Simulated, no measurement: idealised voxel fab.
process module | voxel transistor to metal
cross-section cut | 185 nm wide | cells 5 nm
A cross-section is a grid of square cells, given in bands from the top down. A band is one or more rows of cells.
Each band's line starts with the height of the band's top and of its bottom, in nm. Then come its materials from left to right, each with its width in nm. One material with "throughout" fills the band from edge to edge. "air" is empty space.
Height 0 is the level under which the wafer as received is all one material. The lowest band goes on downwards, as in "0 down".
A width such as "30 to 40" changes by the same amount from each row of cells to the next, from the band's top row to its bottom row.
"no change" after a step means that no cell of the cross-section changed.
closed voids: empty space of 8 cells or more with no open way to the top, each as width x height at its distance from the left edge, in nm
after a step's settings: what the simulator itself notes on the step
overlay nm, on a step with a mask: how far to the right of its planned place the mask lay; to the left if negative
plan
1 op RECEIVE | material Si
2 op CONFORMAL_DEP | material SiO2 | thk nm 5
3 op CONFORMAL_DEP | material SiN | thk nm 15
4 op PATTERN | tone cover | mask id ACTIVE | material resist | width nm 105 | thk nm 20 | overlay nm 0
5 op DIRECTIONAL_ETCH | etch materials SiN | depth nm 15
6 op DIRECTIONAL_ETCH | etch materials SiO2 | depth nm 5
7 op DIRECTIONAL_ETCH | etch materials Si | depth nm 30
8 op STRIP | etch materials resist
9 op FILL_DEP | material SiO2 | thk nm 5
10 op CMP | height nm 20
11 op SELECTIVE_ETCH | etch materials SiO2 | depth nm 5
12 op STRIP | etch materials SiN
13 op SELECTIVE_ETCH | etch materials SiO2 | depth nm 5
14 op OXIDIZE | depth nm 5
15 op DIRECTIONAL_DEP | material polySi | thk nm 30
16 op DIRECTIONAL_DEP | material SiCN | thk nm 10
17 op PATTERN | tone cover | mask id GATE | material resist | width nm 25 | thk nm 20 | overlay nm 0
18 op DIRECTIONAL_ETCH | etch materials SiCN | depth nm 20
19 op DIRECTIONAL_ETCH | etch materials polySi | depth nm 40
20 op STRIP | etch materials resist
21 op CONFORMAL_DEP | material SiN | thk nm 10
22 op DIRECTIONAL_ETCH | etch materials SiN | depth nm 10
23 op DIRECTIONAL_ETCH | etch materials SiO2 | depth nm 5
24 op DIRECTIONAL_ETCH | etch materials Si | depth nm 10
25 op EPI | material nSi | thk nm 10
26 op FILL_DEP | material SiO2 | thk nm 10
27 op CMP | height nm 40
28 op DIRECTIONAL_DEP | material SiO2 | thk nm 15
29 op PATTERN | tone open | mask id CONTACT | material resist | width nm 20 | pitch nm 75 | thk nm 15 | overlay nm 0
30 op DIRECTIONAL_ETCH | etch materials SiO2 | depth nm 60
31 op STRIP | etch materials resist
32 op CONFORMAL_DEP | material TiN | thk nm 5
33 op FILL_DEP | material Ru | thk nm 5
34 op CMP | height nm 55
35 op DIRECTIONAL_DEP | material TiN | thk nm 5
36 op DIRECTIONAL_DEP | material W | thk nm 20
37 op MASKED_ETCH | tone cover | mask id METAL_1 | width nm 15 | pitch nm 75 | etch materials W | depth nm 20 | overlay nm 0
38 op MASKED_ETCH | tone cover | mask id METAL_1 | width nm 20 | pitch nm 75 | etch materials TiN | depth nm 5 | overlay nm 0
39 op CONFORMAL_DEP | material SiCN | thk nm 5
40 op FILL_DEP | material SiO2 | thk nm 5
41 op CMP | height nm 80
42 op CONFORMAL_DEP | material SiCN | thk nm 5
varied across the wafers: width nm of step 37. The plan shows the first wafer's value. All wafers start alike
first wafer as received, after step 1
  0 down: Si throughout
  closed voids: none
first wafer at the end, after step 42
  85 to 80: SiCN throughout
  80 to 65: SiO2 45 | SiCN 5 | W 15 | SiCN 5 | SiO2 50 | SiCN 5 | W 15 | SiCN 5 | SiO2 40
  65 to 60: SiO2 40 | SiCN 10 | W 15 | SiCN 5 | SiO2 45 | SiCN 10 | W 15 | SiCN 5 | SiO2 40
  60 to 55: SiCN 45 | TiN 20 | SiCN 55 | TiN 20 | SiCN 45
  55 to 40: SiO2 45 | TiN 5 | Ru 10 | TiN 5 | SiO2 55 | TiN 5 | Ru 10 | TiN 5 | SiO2 45
  40 to 30: SiO2 45 | TiN 5 | Ru 10 | TiN 5 | SiO2 5 | SiN 10 | SiCN 25 | SiN 10 | SiO2 5 | TiN 5 | Ru 10 | TiN 5 | SiO2 45
  30 to 10: SiO2 45 | TiN 5 | Ru 10 | TiN 5 | SiO2 5 | SiN 10 | polySi 25 | SiN 10 | SiO2 5 | TiN 5 | Ru 10 | TiN 5 | SiO2 45
  10 to 5: SiO2 35 | SiN 10 | TiN 20 | SiO2 5 | SiN 10 | polySi 25 | SiN 10 | SiO2 5 | TiN 20 | SiN 10 | SiO2 35
  5 to 0: SiO2 35 | SiN 10 | nSi 10 | TiN 5 | nSi 10 | SiN 10 | polySi 25 | SiN 10 | nSi 10 | TiN 5 | nSi 10 | SiN 10 | SiO2 35
  0 to -5: SiO2 45 | nSi 10 | TiN 5 | nSi 10 | SiO2 45 | nSi 10 | TiN 5 | nSi 10 | SiO2 45
  -5 to -15: SiO2 40 | Si 5 | nSi 25 | Si 45 | nSi 25 | Si 5 | SiO2 40
  -15 to -30: SiO2 40 | Si 105 | SiO2 40
  -30 down: Si throughout
  closed voids: none
last wafer at the end
  85 to 80: SiCN throughout
  80 to 60: SiO2 35 | SiCN 5 | W 35 | SiCN 5 | SiO2 30 | SiCN 5 | W 35 | SiCN 5 | SiO2 30
  60 to 55: SiCN 40 | TiN 35 | SiCN 40 | TiN 35 | SiCN 35
  55 to 40: SiO2 45 | TiN 5 | Ru 10 | TiN 5 | SiO2 55 | TiN 5 | Ru 10 | TiN 5 | SiO2 45
  40 to 30: SiO2 45 | TiN 5 | Ru 10 | TiN 5 | SiO2 5 | SiN 10 | SiCN 25 | SiN 10 | SiO2 5 | TiN 5 | Ru 10 | TiN 5 | SiO2 45
  30 to 10: SiO2 45 | TiN 5 | Ru 10 | TiN 5 | SiO2 5 | SiN 10 | polySi 25 | SiN 10 | SiO2 5 | TiN 5 | Ru 10 | TiN 5 | SiO2 45
  10 to 5: SiO2 35 | SiN 10 | TiN 20 | SiO2 5 | SiN 10 | polySi 25 | SiN 10 | SiO2 5 | TiN 20 | SiN 10 | SiO2 35
  5 to 0: SiO2 35 | SiN 10 | nSi 10 | TiN 5 | nSi 10 | SiN 10 | polySi 25 | SiN 10 | nSi 10 | TiN 5 | nSi 10 | SiN 10 | SiO2 35
  0 to -5: SiO2 45 | nSi 10 | TiN 5 | nSi 10 | SiO2 45 | nSi 10 | TiN 5 | nSi 10 | SiO2 45
  -5 to -15: SiO2 40 | Si 5 | nSi 25 | Si 45 | nSi 25 | Si 5 | SiO2 40
  -15 to -30: SiO2 40 | Si 105 | SiO2 40
  -30 down: Si throughout
  closed voids: none
each wafer at the end: cells of each material gained (+) or lost (-) since it was received, then its closed voids
width nm 15 | +36 Ru | -137 Si | +94 SiCN | +40 SiN | +450 SiO2 | +56 TiN | +24 W | +36 nSi | +30 polySi | closed voids: none
width nm 20 | +36 Ru | -137 Si | +92 SiCN | +40 SiN | +444 SiO2 | +56 TiN | +32 W | +36 nSi | +30 polySi | closed voids: none
width nm 25 | +36 Ru | -137 Si | +90 SiCN | +40 SiN | +436 SiO2 | +58 TiN | +40 W | +36 nSi | +30 polySi | closed voids: none
width nm 30 | +36 Ru | -137 Si | +88 SiCN | +40 SiN | +428 SiO2 | +60 TiN | +48 W | +36 nSi | +30 polySi | closed voids: none
width nm 35 | +36 Ru | -137 Si | +86 SiCN | +40 SiN | +420 SiO2 | +62 TiN | +56 W | +36 nSi | +30 polySi | closed voids: none
